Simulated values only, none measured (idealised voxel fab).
Module name: voxel spacer lines (process module)
Pictured: cross-section cut, 295 nm wide, on a grid of 5 nm square cells.
Reading order for cross-sections: top band down to bottom band. Underlying form: a grid of square cells. Band size: one or more rows of cells. Read a band's entry like this: the first values are the height of its top and the height of its bottom in nm, and what follows is the sequence of materials from left to right, each with its width in nm. Note that "blank" is empty space, and that a single material marked "everywhere" reaches across the band from edge to edge. Heads up on the height convention: 0 is the point under which the incoming wafer is all one material, and the lowest band has no bottom, it just keeps going down, like "from 0 down". Width "30..40": first value at the band's top row of cells, second value at its bottom row, equal change from row to row. Take "nothing different" at face value: in the step it is given for, the cross-section changed in none of its cells. Enclosed voids (no open way to top), threshold 8 cells or more, entry "Non-vented voids", notation width x height at distance, distance from left edge, nm. On a step's line, text after the settings is the simulator commenting on that step. overlay nm: how far to the right of its planned place the mask lay on this masked step (negative: to the left).

**So here's the lineup of process steps we planned**
1 RECEIVE with material Si
2 CONFORMAL_DEP with material Al2O3, thk nm 5
3 DIRECTIONAL_DEP with material SiN, thk nm 15
4 DIRECTIONAL_DEP with material aC, thk nm 20
5 PATTERN with tone cover, mask id MANDREL, material resist, width nm 15, pitch nm 60, thk nm 25, overlay nm 0
6 DIRECTIONAL_ETCH with etch materials aC, depth nm 20
7 STRIP with etch materials resist
8 CONFORMAL_DEP with material SiO2, thk nm 15
9 DIRECTIONAL_ETCH with etch materials SiO2, depth nm 15
10 STRIP with etch materials aC
11 DIRECTIONAL_ETCH with etch materials SiN, depth nm 15
12 STRIP with etch materials SiO2
13 FILL_DEP with material SiO2, thk nm 10
14 CMP with height nm 20

**as received, after step 1**
  from 0 down | Si everywhere
  Non-vented voids: none

**Here's the cross-section of the first of our two wafers at the end of the module - it ran as planned**
  from 20 to 5 | SiO2 95 | SiN 15 | SiO2 15 | SiN 15 | SiO2 15 | SiN 15 | SiO2 15 | SiN 15 | SiO2 95
  from 5 to 0 | Al2O3 everywhere
  from 0 down | Si everywhere
  Non-vented voids: none

**What the second wafer looks like in cross-section once the module is done. Its start and its plan matched the first wafer's exactly; what differed was one mistake in how it was run**
  from 20 to 15 | SiO2 everywhere
  from 15 to 5 | SiO2 95 | SiN 15 | SiO2 15 | SiN 15 | SiO2 15 | SiN 15 | SiO2 15 | SiN 15 | SiO2 95
  from 5 to 0 | Al2O3 everywhere
  from 0 down | Si everywhere
  Non-vented voids: none
Deviation from plan: the process deviated at step 3: the operation and settings actually run there were DIRECTIONAL_DEP with material SiN, thk nm 10
at the end the second wafer has, in cells: SiN: 12 fewer | SiO2: 12 more
